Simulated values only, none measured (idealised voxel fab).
Proc. module: voxel gate over fins
It is cross-section cut that appears here, measuring 150 nm in width, its square cells being 5 nm in size.
Reading order for cross-sections: top band down to bottom band. Underlying form: a grid of square cells. Band size: one or more rows of cells. Basically the band line says how high the top is and how high the bottom is, in nm, and then what's in it from left to right, every material with its width in nm. Empty space shows up as "empty", and if a single material carries "throughout" it runs the full band edge to edge. Height reference: 0 = level under which incoming wafer is all one material. Lowest band: no bottom, runs on downward, e.g. "top 0, no bottom". Quick explanation for "30 to 40": the width changes in equal steps down the rows of cells, from the first number in the band's top row to the second number in its bottom row. It should be understood that the words "remained the same", when stated for a given step, signify that the cross-section underwent no change in any of its cells during that step. Under "Sealed voids" you'll find the enclosed gaps, the ones with no way out to the top, that are 8 cells or bigger; each reads width x height at distance, with distance counted from the left edge, everything in nm. Past the settings on a step's line: simulator remark, on that step. Steps that use a mask can have "overlay nm" on their line. It says how far the mask sat to the right of where it was meant to be. Negative means to the left.
Plan
1: RECEIVE,material Si
2: CONFORMAL_DEP,material SiN,thk nm 5
3: MASKED_ETCH,tone cover,mask id FINS,width nm 15,pitch nm 45,etch materials SiN,depth nm 5,overlay nm 0
4: MASKED_ETCH,tone cover,mask id FINS,width nm 15,pitch nm 45,etch materials Si,depth nm 30,overlay nm 0
5: OXIDIZE,depth nm 5
6: FILL_DEP,material SiO2,thk nm 10
7: CMP,height nm 5
8: SELECTIVE_ETCH,etch materials SiO2,depth nm 15
9: STRIP,etch materials SiN
10: CONFORMAL_DEP,material HfO2,thk nm 5
11: CONFORMAL_DEP,material TiN,thk nm 5
12: FILL_DEP,material W,thk nm 15
13: CMP,height nm 20
14: CONFORMAL_DEP,material SiCN,thk nm 10
The wafers are alike at the start. At step 3, their width nm differs. The plan lists the first wafer's value.
Cross-section of the first of several wafers as received (after step 1)
    top 0, no bottom  Si throughout
    Sealed voids: none
Here is the cross-section of the first of several wafers at the end of the module, after its last step, step 14
    top 30, bottom 20  SiCN throughout
    top 20, bottom 10  W throughout
    top 10, bottom 5  W: 40, TiN: 25, W: 20, TiN: 25, W: 40
    top 5, bottom 0  W: 40, TiN: 5, HfO2: 15, TiN: 5, W: 20, TiN: 5, HfO2: 15, TiN: 5, W: 40
    top 0, bottom -5  TiN: 45, HfO2: 5, Si: 5, HfO2: 5, TiN: 30, HfO2: 5, Si: 5, HfO2: 5, TiN: 45
    top -5, bottom -10  HfO2: 50, Si: 5, HfO2: 40, Si: 5, HfO2: 50
    top -10, bottom -35  SiO2: 50, Si: 5, SiO2: 40, Si: 5, SiO2: 50
    top -35, no bottom  Si throughout
    Sealed voids: none
Here we cross-sectioned the last of the wafers once the module was done
    top 30, bottom 20  SiCN throughout
    top 20, bottom 10  W throughout
    top 10, bottom 5  W: 35, TiN: 40, W: 5, TiN: 40, W: 30
    top 5, bottom 0  W: 35, TiN: 5, HfO2: 30, TiN: 5, W: 5, TiN: 5, HfO2: 30, TiN: 5, W: 30
    top 0, bottom -5  TiN: 40, HfO2: 5, Si: 20, HfO2: 5, TiN: 15, HfO2: 5, Si: 20, HfO2: 5, TiN: 35
    top -5, bottom -10  HfO2: 45, Si: 20, HfO2: 25, Si: 20, HfO2: 40
    top -10, bottom -35  SiO2: 45, Si: 20, SiO2: 25, Si: 20, SiO2: 40
    top -35, no bottom  Si throughout
    Sealed voids: none
Per wafer (row), end of module: delta in cells per material since receipt, (+) for gained, (-) for lost; closed voids after that
width nm 15 | +38 HfO2 | -196 Si | +60 SiCN | +140 SiO2 | +38 TiN | +100 W | Sealed voids: none
width nm 20 | +38 HfO2 | -182 Si | +60 SiCN | +130 SiO2 | +38 TiN | +96 W | Sealed voids: none
width nm 25 | +38 HfO2 | -168 Si | +60 SiCN | +120 SiO2 | +38 TiN | +92 W | Sealed voids: none
width nm 30 | +38 HfO2 | -154 Si | +60 SiCN | +110 SiO2 | +38 TiN | +88 W | Sealed voids: none
